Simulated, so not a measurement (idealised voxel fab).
voxel transistor to metal: a process module
cross-section cut | 185 nm wide | cells 5 nm
For the purposes of this document, a cross-section shall be understood as a grid of square cells, specified as bands listed in top-to-bottom order, each band consisting of one or more rows of cells.
It is stipulated that each band's entry specify, in nanometres, the height of the top of the band and then that of its bottom, followed by the materials of the band in left-to-right sequence, each together with its width in nanometres. A single material marked by the word "edge to edge" is understood to fill the band from edge to edge; the word "blank" is understood to denote empty space.
Basically, 0 is our baseline, since under it the wafer straight out of the box is all one material. The bottom band has no lower end and keeps on going down, so it looks like "0 and below".
The two numbers in a width such as "30 to 40" mark its ends across the band: the first belongs to the top row of cells, the second to the bottom row, and from each row to the next the width moves by the same amount.
"changes: none" (step): cross-section cells unchanged, all of them.
In the "Non-vented voids" entry, you get each enclosed empty space of 8 cells or more, one with no open way to the top, written width x height at distance, distance from the left edge, in nm.
Post-settings text on a step line: simulator's own remark regarding the step.
overlay nm: where the mask lay relative to plan, measured to the right, on steps with a mask; negatives go left.

### Listed below are the process steps as planned
1 RECEIVE [material Si]
2 OXIDIZE [depth nm 5]
3 CONFORMAL_DEP [material SiN] [thk nm 10]
4 DIRECTIONAL_DEP [material aC] [thk nm 10]
5 PATTERN [tone cover] [mask id ACTIVE] [material resist] [width nm 95] [thk nm 30] [overlay nm 0]
6 DIRECTIONAL_ETCH [etch materials aC] [depth nm 10]
7 STRIP [etch materials resist]
8 DIRECTIONAL_ETCH [etch materials SiN] [depth nm 10]
9 DIRECTIONAL_ETCH [etch materials SiO2] [depth nm 5]
10 DIRECTIONAL_ETCH [etch materials Si] [depth nm 25]
11 STRIP [etch materials aC]
12 FILL_DEP [material SiO2] [thk nm 10]
13 CMP [height nm 10]
14 SELECTIVE_ETCH [etch materials SiO2] [depth nm 5]
15 STRIP [etch materials SiN]
16 SELECTIVE_ETCH [etch materials SiO2] [depth nm 5]
17 OXIDIZE [depth nm 5]
18 DIRECTIONAL_DEP [material polySi] [thk nm 20]
19 DIRECTIONAL_DEP [material SiCN] [thk nm 15]
20 DIRECTIONAL_DEP [material aC] [thk nm 10]
21 PATTERN [tone cover] [mask id GATE] [material resist] [width nm 25] [thk nm 30] [overlay nm 0]
22 DIRECTIONAL_ETCH [etch materials aC] [depth nm 10]
23 STRIP [etch materials resist]
24 DIRECTIONAL_ETCH [etch materials SiCN] [depth nm 25]
25 DIRECTIONAL_ETCH [etch materials polySi] [depth nm 30]
26 STRIP [etch materials aC]
27 CONFORMAL_DEP [material SiN] [thk nm 10]
28 DIRECTIONAL_ETCH [etch materials SiN] [depth nm 10]
29 DIRECTIONAL_ETCH [etch materials SiO2] [depth nm 5]
30 EPI [material nSi] [thk nm 5]
31 FILL_DEP [material SiO2] [thk nm 5]
32 CMP [height nm 15]
33 STRIP [etch materials polySi]
34 SELECTIVE_ETCH [etch materials SiO2] [depth nm 5]
35 CONFORMAL_DEP [material HfO2] [thk nm 5]
36 CONFORMAL_DEP [material TiN] [thk nm 5]
37 FILL_DEP [material W] [thk nm 10]
38 CMP [height nm 10]
39 DIRECTIONAL_DEP [material SiO2] [thk nm 15]
40 DIRECTIONAL_DEP [material aC] [thk nm 10]
41 PATTERN [tone open] [mask id CONTACT] [material resist] [width nm 15] [pitch nm 70] [thk nm 30] [overlay nm 0]
42 DIRECTIONAL_ETCH [etch materials aC] [depth nm 10]
43 STRIP [etch materials resist]
44 DIRECTIONAL_ETCH [etch materials SiO2] [depth nm 30]
45 STRIP [etch materials aC]
46 CONFORMAL_DEP [material TiN] [thk nm 5]
47 FILL_DEP [material W] [thk nm 5]
48 CMP [height nm 25]
49 DIRECTIONAL_DEP [material TiN] [thk nm 5]
50 DIRECTIONAL_DEP [material W] [thk nm 15]
51 DIRECTIONAL_DEP [material aC] [thk nm 15]
52 PATTERN [tone cover] [mask id METAL_1] [material resist] [width nm 15] [pitch nm 70] [thk nm 35] [overlay nm 0]
53 DIRECTIONAL_ETCH [etch materials aC] [depth nm 15]
54 STRIP [etch materials resist]
55 DIRECTIONAL_ETCH [etch materials W] [depth nm 15]
56 DIRECTIONAL_ETCH [etch materials TiN] [depth nm 5]
57 STRIP [etch materials aC]
58 FILL_DEP [material lowk] [thk nm 10]
59 CMP [height nm 45]
60 CONFORMAL_DEP [material SiCN] [thk nm 5]
61 DIRECTIONAL_DEP [material SiO2] [thk nm 35]
62 PATTERN [tone open] [mask id METAL_2] [material resist] [width nm 15] [pitch nm 70] [thk nm 20] [overlay nm 0]
63 DIRECTIONAL_ETCH [etch materials SiO2] [depth nm 20]
64 STRIP [etch materials resist]
65 MASKED_ETCH [tone open] [mask id METAL_2_HOLES] [width nm 15] [pitch nm 70] [etch materials SiO2] [depth nm 15] [overlay nm 0]
66 MASKED_ETCH [tone open] [mask id METAL_2_HOLES] [width nm 15] [pitch nm 70] [etch materials SiCN] [depth nm 5] [overlay nm 0]
67 CONFORMAL_DEP [material TiN] [thk nm 5]
68 FILL_DEP [material Cu] [thk nm 10]
69 CMP [height nm 85]
70 CONFORMAL_DEP [material SiCN] [thk nm 5]

### Account of the first of two wafers, which was processed as intended

### Cross-section of the incoming wafer, state after step 1
  0 and below = Si edge to edge
  Non-vented voids: none

### So this is the wafer cross-section right after step 2
  0 down to -5 = SiO2 edge to edge
  Below -5, no change.

### So this is the wafer cross-section right after step 3
  10 down to 0 = SiN edge to edge
  Below 0, no change.

### So this is the wafer cross-section right after step 4
  20 down to 10 = aC edge to edge
  Below 10, no change.

### So this is the wafer cross-section right after step 5
  50 down to 20 = blank: 45, resist: 95, blank: 45
  Below 20, no change.

### So this is the wafer cross-section right after step 6
  40 down to 20 = blank: 45, resist: 95, blank: 45
  20 down to 10 = blank: 45, aC: 95, blank: 45
  Below 10, no change.

### So this is the wafer cross-section right after step 7
  20 down to 10 = blank: 45, aC: 95, blank: 45
  Below 10, no change.

### So this is the wafer cross-section right after step 8
  20 down to 10 = blank: 45, aC: 95, blank: 45
  10 down to 0 = blank: 45, SiN: 95, blank: 45
  Below 0, no change.

### So this is the wafer cross-section right after step 9
  20 down to 10 = blank: 45, aC: 95, blank: 45
  10 down to 0 = blank: 45, SiN: 95, blank: 45
  0 down to -5 = blank: 45, SiO2: 95, blank: 45
  Below -5, no change.

### So this is the wafer cross-section right after step 10
  20 down to 10 = blank: 45, aC: 95, blank: 45
  10 down to 0 = blank: 45, SiN: 95, blank: 45
  0 down to -5 = blank: 45, SiO2: 95, blank: 45
  -5 down to -30 = blank: 45, Si: 95, blank: 45
  Below -30, no change.

### So this is the wafer cross-section right after step 11
  10 down to 0 = blank: 45, SiN: 95, blank: 45
  Below 0, no change.

### So this is the wafer cross-section right after step 12
  20 down to 10 = SiO2 edge to edge
  10 down to 0 = SiO2: 45, SiN: 95, SiO2: 45
  0 down to -5 = SiO2 edge to edge
  -5 down to -30 = SiO2: 45, Si: 95, SiO2: 45
  Below -30, no change.

### So this is the wafer cross-section right after step 13
  10 down to 0 = SiO2: 45, SiN: 95, SiO2: 45
  Below 0, no change.

### So this is the wafer cross-section right after step 14
  10 down to 5 = blank: 45, SiN: 95, blank: 45
  Below 5, no change.

### So this is the wafer cross-section right after step 15
  5 down to 0 = SiO2: 45, blank: 95, SiO2: 45
  Below 0, no change.

### So this is the wafer cross-section right after step 16
  0 down to -5 = SiO2: 40, blank: 105, SiO2: 40
  Below -5, no change.

### So this is the wafer cross-section right after step 17
  0 down to -5 = SiO2: 40, blank: 105, SiO2: 40
  -5 down to -10 = SiO2 edge to edge
  Below -10, no change.

### So this is the wafer cross-section right after step 18
  20 down to 15 = polySi: 40, blank: 105, polySi: 40
  15 down to 0 = polySi edge to edge
  0 down to -5 = SiO2: 40, polySi: 105, SiO2: 40
  Below -5, no change.

### So this is the wafer cross-section right after step 19
  35 down to 30 = SiCN: 40, blank: 105, SiCN: 40
  30 down to 20 = SiCN edge to edge
  20 down to 15 = polySi: 40, SiCN: 105, polySi: 40
  Below 15, no change.

### So this is the wafer cross-section right after step 20
  45 down to 40 = aC: 40, blank: 105, aC: 40
  40 down to 35 = aC edge to edge
  35 down to 30 = SiCN: 40, aC: 105, SiCN: 40
  Below 30, no change.

### So this is the wafer cross-section right after step 21
  75 down to 45 = blank: 80, resist: 25, blank: 80
  45 down to 40 = aC: 40, blank: 40, resist: 25, blank: 40, aC: 40
  Below 40, no change.

### So this is the wafer cross-section right after step 22
  65 down to 40 = blank: 80, resist: 25, blank: 80
  40 down to 35 = blank: 80, aC: 25, blank: 80
  35 down to 30 = SiCN: 40, blank: 40, aC: 25, blank: 40, SiCN: 40
  Below 30, no change.

### So this is the wafer cross-section right after step 23
  40 down to 35 = blank: 80, aC: 25, blank: 80
  Below 35, no change.

### So this is the wafer cross-section right after step 24
  40 down to 30 = blank: 80, aC: 25, blank: 80
  30 down to 20 = blank: 80, SiCN: 25, blank: 80
  20 down to 15 = polySi: 40, blank: 40, SiCN: 25, blank: 40, polySi: 40
  Below 15, no change.

### So this is the wafer cross-section right after step 25
  40 down to 30 = blank: 80, aC: 25, blank: 80
  30 down to 15 = blank: 80, SiCN: 25, blank: 80
  15 down to 0 = blank: 80, polySi: 25, blank: 80
  0 down to -5 = SiO2: 40, blank: 40, polySi: 25, blank: 40, SiO2: 40
  Below -5, no change.

### So this is the wafer cross-section right after step 26
  30 down to 15 = blank: 80, SiCN: 25, blank: 80
  Below 15, no change.

### So this is the wafer cross-section right after step 27
  40 down to 30 = blank: 70, SiN: 45, blank: 70
  30 down to 15 = blank: 70, SiN: 10, SiCN: 25, SiN: 10, blank: 70
  15 down to 10 = blank: 70, SiN: 10, polySi: 25, SiN: 10, blank: 70
  10 down to 5 = SiN: 50, blank: 20, SiN: 10, polySi: 25, SiN: 10, blank: 20, SiN: 50
  5 down to 0 = SiN: 80, polySi: 25, SiN: 80
  0 down to -5 = SiO2: 40, SiN: 40, polySi: 25, SiN: 40, SiO2: 40
  Below -5, no change.

### So this is the wafer cross-section right after step 28
  30 down to 15 = blank: 70, SiN: 10, SiCN: 25, SiN: 10, blank: 70
  15 down to 0 = blank: 70, SiN: 10, polySi: 25, SiN: 10, blank: 70
  0 down to -5 = SiO2: 40, SiN: 10, blank: 20, SiN: 10, polySi: 25, SiN: 10, blank: 20, SiN: 10, SiO2: 40
  Below -5, no change.

### So this is the wafer cross-section right after step 29
  30 down to 15 = blank: 70, SiN: 10, SiCN: 25, SiN: 10, blank: 70
  15 down to 0 = blank: 70, SiN: 10, polySi: 25, SiN: 10, blank: 70
  0 down to -5 = blank: 40, SiN: 10, blank: 20, SiN: 10, polySi: 25, SiN: 10, blank: 20, SiN: 10, blank: 40
  -5 down to -10 = SiO2: 50, blank: 20, SiO2: 45, blank: 20, SiO2: 50
  Below -10, no change.

### So this is the wafer cross-section right after step 30
  30 down to 15 = blank: 70, SiN: 10, SiCN: 25, SiN: 10, blank: 70
  15 down to 0 = blank: 70, SiN: 10, polySi: 25, SiN: 10, blank: 70
  0 down to -5 = blank: 40, SiN: 10, blank: 20, SiN: 10, polySi: 25, SiN: 10, blank: 20, SiN: 10, blank: 40
  -5 down to -10 = SiO2: 50, nSi: 20, SiO2: 45, nSi: 20, SiO2: 50
  Below -10, no change.

### So this is the wafer cross-section right after step 31
  35 down to 30 = SiO2 edge to edge
  30 down to 15 = SiO2: 70, SiN: 10, SiCN: 25, SiN: 10, SiO2: 70
  15 down to 0 = SiO2: 70, SiN: 10, polySi: 25, SiN: 10, SiO2: 70
  0 down to -5 = SiO2: 40, SiN: 10, SiO2: 20, SiN: 10, polySi: 25, SiN: 10, SiO2: 20, SiN: 10, SiO2: 40
  Below -5, no change.

### So this is the wafer cross-section right after step 32
  15 down to 0 = SiO2: 70, SiN: 10, polySi: 25, SiN: 10, SiO2: 70
  Below 0, no change.

### So this is the wafer cross-section right after step 33
  15 down to 0 = SiO2: 70, SiN: 10, blank: 25, SiN: 10, SiO2: 70
  0 down to -5 = SiO2: 40, SiN: 10, SiO2: 20, SiN: 10, blank: 25, SiN: 10, SiO2: 20, SiN: 10, SiO2: 40
  Below -5, no change.

### So this is the wafer cross-section right after step 34
  15 down to 10 = blank: 70, SiN: 10, blank: 25, SiN: 10, blank: 70
  10 down to 0 = SiO2: 70, SiN: 10, blank: 25, SiN: 10, SiO2: 70
  0 down to -5 = SiO2: 40, SiN: 10, SiO2: 20, SiN: 10, blank: 25, SiN: 10, SiO2: 20, SiN: 10, SiO2: 40
  -5 down to -10 = SiO2: 50, nSi: 20, SiO2: 5, blank: 35, SiO2: 5, nSi: 20, SiO2: 50
  Below -10, no change.

### So this is the wafer cross-section right after step 35
  20 down to 15 = blank: 65, HfO2: 20, blank: 15, HfO2: 20, blank: 65
  15 down to 10 = HfO2: 70, SiN: 10, HfO2: 5, blank: 15, HfO2: 5, SiN: 10, HfO2: 70
  10 down to 0 = SiO2: 70, SiN: 10, HfO2: 5, blank: 15, HfO2: 5, SiN: 10, SiO2: 70
  0 down to -5 = SiO2: 40, SiN: 10, SiO2: 20, SiN: 10, HfO2: 5, blank: 15, HfO2: 5, SiN: 10, SiO2: 20, SiN: 10, SiO2: 40
  -5 down to -10 = SiO2: 50, nSi: 20, SiO2: 5, HfO2: 35, SiO2: 5, nSi: 20, SiO2: 50
  Below -10, no change.

### So this is the wafer cross-section right after step 36
  25 down to 20 = blank: 60, TiN: 30, blank: 5, TiN: 30, blank: 60
  20 down to 15 = TiN: 65, HfO2: 20, TiN: 5, blank: 5, TiN: 5, HfO2: 20, TiN: 65
  15 down to 10 = HfO2: 70, SiN: 10, HfO2: 5, TiN: 5, blank: 5, TiN: 5, HfO2: 5, SiN: 10, HfO2: 70
  10 down to 0 = SiO2: 70, SiN: 10, HfO2: 5, TiN: 5, blank: 5, TiN: 5, HfO2: 5, SiN: 10, SiO2: 70
  0 down to -5 = SiO2: 40, SiN: 10, SiO2: 20, SiN: 10, HfO2: 5, TiN: 15, HfO2: 5, SiN: 10, SiO2: 20, SiN: 10, SiO2: 40
  Below -5, no change.

### So this is the wafer cross-section right after step 37
  35 down to 25 = W edge to edge
  25 down to 20 = W: 60, TiN: 30, W: 5, TiN: 30, W: 60
  20 down to 15 = TiN: 65, HfO2: 20, TiN: 5, W: 5, TiN: 5, HfO2: 20, TiN: 65
  15 down to 10 = HfO2: 70, SiN: 10, HfO2: 5, TiN: 5, W: 5, TiN: 5, HfO2: 5, SiN: 10, HfO2: 70
  10 down to 0 = SiO2: 70, SiN: 10, HfO2: 5, TiN: 5, W: 5, TiN: 5, HfO2: 5, SiN: 10, SiO2: 70
  Below 0, no change.

### So this is the wafer cross-section right after step 38
  10 down to 0 = SiO2: 70, SiN: 10, HfO2: 5, TiN: 5, W: 5, TiN: 5, HfO2: 5, SiN: 10, SiO2: 70
  Below 0, no change.

### So this is the wafer cross-section right after step 39
  25 down to 10 = SiO2 edge to edge
  Below 10, no change.

### So this is the wafer cross-section right after step 40
  35 down to 25 = aC edge to edge
  Below 25, no change.

### So this is the wafer cross-section right after step 41
  65 down to 35 = resist: 50, blank: 15, resist: 55, blank: 15, resist: 50
  Below 35, no change.

### So this is the wafer cross-section right after step 42
  55 down to 35 = resist: 50, blank: 15, resist: 55, blank: 15, resist: 50
  35 down to 25 = aC: 50, blank: 15, aC: 55, blank: 15, aC: 50
  Below 25, no change.

### So this is the wafer cross-section right after step 43
  35 down to 25 = aC: 50, blank: 15, aC: 55, blank: 15, aC: 50
  Below 25, no change.

### So this is the wafer cross-section right after step 44
  35 down to 25 = aC: 50, blank: 15, aC: 55, blank: 15, aC: 50
  25 down to 10 = SiO2: 50, blank: 15, SiO2: 55, blank: 15, SiO2: 50
  10 down to 0 = SiO2: 50, blank: 15, SiO2: 5, SiN: 10, HfO2: 5, TiN: 5, W: 5, TiN: 5, HfO2: 5, SiN: 10, SiO2: 5, blank: 15, SiO2: 50
  0 down to -5 = SiO2: 40, SiN: 10, blank: 15, SiO2: 5, SiN: 10, HfO2: 5, TiN: 15, HfO2: 5, SiN: 10, SiO2: 5, blank: 15, SiN: 10, SiO2: 40
  Below -5, no change.

### So this is the wafer cross-section right after step 45
  25 down to 10 = SiO2: 50, blank: 15, SiO2: 55, blank: 15, SiO2: 50
  Below 10, no change.

### So this is the wafer cross-section right after step 46
  30 down to 25 = TiN: 55, blank: 5, TiN: 65, blank: 5, TiN: 55
  25 down to 10 = SiO2: 50, TiN: 5, blank: 5, TiN: 5, SiO2: 55, TiN: 5, blank: 5, TiN: 5, SiO2: 50
  10 down to 0 = SiO2: 50, TiN: 5, blank: 5, TiN: 5, SiO2: 5, SiN: 10, HfO2: 5, TiN: 5, W: 5, TiN: 5, HfO2: 5, SiN: 10, SiO2: 5, TiN: 5, blank: 5, TiN: 5, SiO2: 50
  0 down to -5 = SiO2: 40, SiN: 10, TiN: 15, SiO2: 5, SiN: 10, HfO2: 5, TiN: 15, HfO2: 5, SiN: 10, SiO2: 5, TiN: 15, SiN: 10, SiO2: 40
  Below -5, no change.

### So this is the wafer cross-section right after step 47
  35 down to 30 = W edge to edge
  30 down to 25 = TiN: 55, W: 5, TiN: 65, W: 5, TiN: 55
  25 down to 10 = SiO2: 50, TiN: 5, W: 5, TiN: 5, SiO2: 55, TiN: 5, W: 5, TiN: 5, SiO2: 50
  10 down to 0 = SiO2: 50, TiN: 5, W: 5, TiN: 5, SiO2: 5, SiN: 10, HfO2: 5, TiN: 5, W: 5, TiN: 5, HfO2: 5, SiN: 10, SiO2: 5, TiN: 5, W: 5, TiN: 5, SiO2: 50
  Below 0, no change.

### So this is the wafer cross-section right after step 48
  25 down to 10 = SiO2: 50, TiN: 5, W: 5, TiN: 5, SiO2: 55, TiN: 5, W: 5, TiN: 5, SiO2: 50
  Below 10, no change.

### So this is the wafer cross-section right after step 49
  30 down to 25 = TiN edge to edge
  Below 25, no change.

### So this is the wafer cross-section right after step 50
  45 down to 30 = W edge to edge
  Below 30, no change.

### So this is the wafer cross-section right after step 51
  60 down to 45 = aC edge to edge
  Below 45, no change.

### So this is the wafer cross-section right after step 52
  95 down to 60 = blank: 50, resist: 15, blank: 55, resist: 15, blank: 50
  Below 60, no change.

### So this is the wafer cross-section right after step 53
  80 down to 60 = blank: 50, resist: 15, blank: 55, resist: 15, blank: 50
  60 down to 45 = blank: 50, aC: 15, blank: 55, aC: 15, blank: 50
  Below 45, no change.

### So this is the wafer cross-section right after step 54
  60 down to 45 = blank: 50, aC: 15, blank: 55, aC: 15, blank: 50
  Below 45, no change.

### So this is the wafer cross-section right after step 55
  60 down to 45 = blank: 50, aC: 15, blank: 55, aC: 15, blank: 50
  45 down to 30 = blank: 50, W: 15, blank: 55, W: 15, blank: 50
  Below 30, no change.

### So this is the wafer cross-section right after step 56
  60 down to 45 = blank: 50, aC: 15, blank: 55, aC: 15, blank: 50
  45 down to 30 = blank: 50, W: 15, blank: 55, W: 15, blank: 50
  30 down to 25 = blank: 50, TiN: 15, blank: 55, TiN: 15, blank: 50
  Below 25, no change.

### So this is the wafer cross-section right after step 57
  45 down to 30 = blank: 50, W: 15, blank: 55, W: 15, blank: 50
  Below 30, no change.

### So this is the wafer cross-section right after step 58
  55 down to 45 = lowk edge to edge
  45 down to 30 = lowk: 50, W: 15, lowk: 55, W: 15, lowk: 50
  30 down to 25 = lowk: 50, TiN: 15, lowk: 55, TiN: 15, lowk: 50
  Below 25, no change.

### So this is the wafer cross-section right after step 59
  45 down to 30 = lowk: 50, W: 15, lowk: 55, W: 15, lowk: 50
  Below 30, no change.

### So this is the wafer cross-section right after step 60
  50 down to 45 = SiCN edge to edge
  Below 45, no change.

### So this is the wafer cross-section right after step 61
  85 down to 50 = SiO2 edge to edge
  Below 50, no change.

### So this is the wafer cross-section right after step 62
  105 down to 85 = resist: 50, blank: 15, resist: 55, blank: 15, resist: 50
  Below 85, no change.

### So this is the wafer cross-section right after step 63
  105 down to 85 = resist: 50, blank: 15, resist: 55, blank: 15, resist: 50
  85 down to 65 = SiO2: 50, blank: 15, SiO2: 55, blank: 15, SiO2: 50
  Below 65, no change.

### So this is the wafer cross-section right after step 64
  85 down to 65 = SiO2: 50, blank: 15, SiO2: 55, blank: 15, SiO2: 50
  Below 65, no change.

### So this is the wafer cross-section right after step 65
  85 down to 50 = SiO2: 50, blank: 15, SiO2: 55, blank: 15, SiO2: 50
  Below 50, no change.

### So this is the wafer cross-section right after step 66
  85 down to 50 = SiO2: 50, blank: 15, SiO2: 55, blank: 15, SiO2: 50
  50 down to 45 = SiCN: 50, blank: 15, SiCN: 55, blank: 15, SiCN: 50
  Below 45, no change.

### So this is the wafer cross-section right after step 67
  90 down to 85 = TiN: 55, blank: 5, TiN: 65, blank: 5, TiN: 55
  85 down to 50 = SiO2: 50, TiN: 5, blank: 5, TiN: 5, SiO2: 55, TiN: 5, blank: 5, TiN: 5, SiO2: 50
  50 down to 45 = SiCN: 50, TiN: 15, SiCN: 55, TiN: 15, SiCN: 50
  Below 45, no change.

### So this is the wafer cross-section right after step 68
  100 down to 90 = Cu edge to edge
  90 down to 85 = TiN: 55, Cu: 5, TiN: 65, Cu: 5, TiN: 55
  85 down to 50 = SiO2: 50, TiN: 5, Cu: 5, TiN: 5, SiO2: 55, TiN: 5, Cu: 5, TiN: 5, SiO2: 50
  Below 50, no change.

### So this is the wafer cross-section right after step 69
  85 down to 50 = SiO2: 50, TiN: 5, Cu: 5, TiN: 5, SiO2: 55, TiN: 5, Cu: 5, TiN: 5, SiO2: 50
  Below 50, no change.

### So this is the wafer cross-section right after step 70
  90 down to 85 = SiCN edge to edge
  Below 85, no change.

### The remaining wafer, second of the two, started like the first and was run to the same plan, except that one mistake was made along the way; the two coincide through step 61, inclusive

### Cross-section: second wafer, time at which step 62 was scheduled to end
  105 down to 85 = resist: 40, blank: 15, resist: 55, blank: 15, resist: 60
  Below 85, no change.

### Cross-section: second wafer, time at which step 63 was scheduled to end
  105 down to 85 = resist: 40, blank: 15, resist: 55, blank: 15, resist: 60
  85 down to 65 = SiO2: 40, blank: 15, SiO2: 55, blank: 15, SiO2: 60
  Below 65, no change.

### Cross-section: second wafer, time at which step 64 was scheduled to end
  85 down to 65 = SiO2: 40, blank: 15, SiO2: 55, blank: 15, SiO2: 60
  Below 65, no change.

### Cross-section: second wafer, time at which step 65 was scheduled to end
  85 down to 70 = SiO2: 40, blank: 25, SiO2: 45, blank: 25, SiO2: 50
  70 down to 65 = SiO2: 40, blank: 15, SiO2: 55, blank: 15, SiO2: 60
  65 down to 50 = SiO2: 50, blank: 5, SiO2: 65, blank: 5, SiO2: 60
  Below 50, no change.

### Cross-section: second wafer, time at which step 66 was scheduled to end
  85 down to 70 = SiO2: 40, blank: 25, SiO2: 45, blank: 25, SiO2: 50
  70 down to 65 = SiO2: 40, blank: 15, SiO2: 55, blank: 15, SiO2: 60
  65 down to 50 = SiO2: 50, blank: 5, SiO2: 65, blank: 5, SiO2: 60
  50 down to 45 = SiCN: 50, blank: 5, SiCN: 65, blank: 5, SiCN: 60
  Below 45, no change.

### Cross-section: second wafer, time at which step 67 was scheduled to end
  90 down to 85 = TiN: 45, blank: 15, TiN: 55, blank: 15, TiN: 55
  85 down to 75 = SiO2: 40, TiN: 5, blank: 15, TiN: 5, SiO2: 45, TiN: 5, blank: 15, TiN: 5, SiO2: 50
  75 down to 70 = SiO2: 40, TiN: 5, blank: 5, TiN: 15, SiO2: 45, TiN: 5, blank: 5, TiN: 15, SiO2: 50
  70 down to 65 = SiO2: 40, TiN: 15, SiO2: 55, TiN: 15, SiO2: 60
  65 down to 50 = SiO2: 50, TiN: 5, SiO2: 65, TiN: 5, SiO2: 60
  50 down to 45 = SiCN: 50, TiN: 5, SiCN: 65, TiN: 5, SiCN: 60
  Below 45, no change.

### Cross-section: second wafer, time at which step 68 was scheduled to end
  100 down to 90 = Cu edge to edge
  90 down to 85 = TiN: 45, Cu: 15, TiN: 55, Cu: 15, TiN: 55
  85 down to 75 = SiO2: 40, TiN: 5, Cu: 15, TiN: 5, SiO2: 45, TiN: 5, Cu: 15, TiN: 5, SiO2: 50
  75 down to 70 = SiO2: 40, TiN: 5, Cu: 5, TiN: 15, SiO2: 45, TiN: 5, Cu: 5, TiN: 15, SiO2: 50
  Below 70, no change.

### Cross-section: second wafer, time at which step 69 was scheduled to end
  85 down to 75 = SiO2: 40, TiN: 5, Cu: 15, TiN: 5, SiO2: 45, TiN: 5, Cu: 15, TiN: 5, SiO2: 50
  Below 75, no change.

### Cross-section: second wafer, time at which step 70 was scheduled to end
  90 down to 85 = SiCN edge to edge
  Below 85, no change.
Where did the run depart from the plan? so step 62 ended up running with a different setting than we planned, it ran as PATTERN [tone open] [mask id METAL_2] [material resist] [width nm 15] [pitch nm 70] [thk nm 20] [overlay nm -10]
End check, counted in cells, second wafer has more or fewer of these materials than the first: SiCN +4; TiN -4
